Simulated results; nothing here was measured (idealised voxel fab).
You're looking at the process module voxel gate over fins.
Square cell edge 5 nm, section width 155 nm, ID cut.
Format of a cross-section: grid, square cells. Given as bands. Order: top down. Band: one or more rows of cells.
Within each band entry, the heights of the top and of the bottom of the band appear first, in that order and in nm; the materials of the band then follow from left to right, each with its corresponding width in nm. The designation "everywhere" on a single material indicates that it fills the band from edge to edge; the designation "blank" indicates empty space.
All heights in this document are referenced to 0, defined as the level beneath which the wafer, as received, consists entirely of one material. The lowest band is not bounded below; it extends indefinitely downward and is written in the form "0 and below".
With a width like "30..40", each row of cells in the band differs from the next by the same amount, the top row carrying the first number and the bottom row the second.
The cross-section has no changed cell in any step marked "remained the same".
Reported under the label "Closed cavities" are the empty spaces having no open way to the top and comprising 8 cells or more; the notation for each is width x height at distance, in which the distance is measured from the left edge and all three values are in nm.
Text after the settings on a step's line: the simulator's own remark on that step.
"overlay nm" answers the question of how far to the right of plan the mask lay on a step that has a mask, and when it is negative the answer is to the left.
# Listed below are the process steps as planned
| 1 | RECEIVE,material Si |
| 2 | CONFORMAL_DEP,material SiN,thk nm 10 |
| 3 | MASKED_ETCH,tone cover,mask id FINS,width nm 15,pitch nm 40,etch materials SiN,depth nm 10,overlay nm 0 |
| 4 | MASKED_ETCH,tone cover,mask id FINS,width nm 15,pitch nm 40,etch materials Si,depth nm 40,overlay nm 0 |
| 5 | OXIDIZE,depth nm 5 |
| 6 | FILL_DEP,material SiO2,thk nm 10 |
| 7 | CMP,height nm 10 |
| 8 | SELECTIVE_ETCH,etch materials SiO2,depth nm 25 |
| 9 | STRIP,etch materials SiN |
| 10 | CONFORMAL_DEP,material HfO2,thk nm 5 |
| 11 | CONFORMAL_DEP,material TiN,thk nm 5 |
| 12 | CONFORMAL_DEP,material TiAl,thk nm 5 |
| 13 | CONFORMAL_DEP,material TiN,thk nm 5 |
| 14 | FILL_DEP,material W,thk nm 10 |
| 15 | CMP,height nm 25 |
| 16 | CONFORMAL_DEP,material SiCN,thk nm 5 |
# Step 1 complete: cross-section of the wafer as received
> 0 and below  Si everywhere
> Closed cavities: none
# Post-module cross-section of the first of two wafers (run per plan)
> 30 down to 25  SiCN everywhere
> 25 down to 20  W everywhere
> 20 down to 15  W 35, then TiN 85, then W 35
> 15 down to 10  W 35, then TiN 5, then TiAl 35, then TiN 5, then TiAl 35, then TiN 5, then W 35
> 10 down to 5  W 35, then TiN 5, then TiAl 5, then TiN 25, then TiAl 5, then TiN 5, then TiAl 5, then TiN 25, then TiAl 5, then TiN 5, then W 35
> 5 down to 0  TiN 40, then TiAl 5, then TiN 5, then HfO2 15, then TiN 5, then TiAl 5, then TiN 5, then TiAl 5, then TiN 5, then HfO2 15, then TiN 5, then TiAl 5, then TiN 40
> 0 down to -5  TiAl 45, then TiN 5, then HfO2 5, then Si 5, then HfO2 5, then TiN 5, then TiAl 15, then TiN 5, then HfO2 5, then Si 5, then HfO2 5, then TiN 5, then TiAl 45
> -5 down to -10  TiN 50, then HfO2 5, then Si 5, then HfO2 5, then TiN 25, then HfO2 5, then Si 5, then HfO2 5, then TiN 50
> -10 down to -15  HfO2 55, then Si 5, then HfO2 35, then Si 5, then HfO2 55
> -15 down to -45  SiO2 55, then Si 5, then SiO2 35, then Si 5, then SiO2 55
> -45 and below  Si everywhere
> Closed cavities: none
# The second wafer, shown in cross-section after the module: started the same way as the first and given the same plan, yet one mistake crept into how it was run
> 25 down to 20  SiCN everywhere
> 20 down to 15  W 35, then TiN 85, then W 35
> 15 down to 10  W 35, then TiN 5, then TiAl 35, then TiN 5, then TiAl 35, then TiN 5, then W 35
> 10 down to 5  W 35, then TiN 5, then TiAl 5, then TiN 25, then TiAl 5, then TiN 5, then TiAl 5, then TiN 25, then TiAl 5, then TiN 5, then W 35
> 5 down to 0  TiN 40, then TiAl 5, then TiN 5, then HfO2 15, then TiN 5, then TiAl 5, then TiN 5, then TiAl 5, then TiN 5, then HfO2 15, then TiN 5, then TiAl 5, then TiN 40
> 0 down to -5  TiAl 45, then TiN 5, then HfO2 5, then Si 5, then HfO2 5, then TiN 5, then TiAl 15, then TiN 5, then HfO2 5, then Si 5, then HfO2 5, then TiN 5, then TiAl 45
> -5 down to -10  TiN 50, then HfO2 5, then Si 5, then HfO2 5, then TiN 25, then HfO2 5, then Si 5, then HfO2 5, then TiN 50
> -10 down to -15  HfO2 55, then Si 5, then HfO2 35, then Si 5, then HfO2 55
> -15 down to -45  SiO2 55, then Si 5, then SiO2 35, then Si 5, then SiO2 55
> -45 and below  Si everywhere
> Closed cavities: none
Here's what went sideways: planned and actual differ for step 15; actual: CMP,height nm 20
End check, counted in cells, second wafer has more or fewer of these materials than the first: -31 W
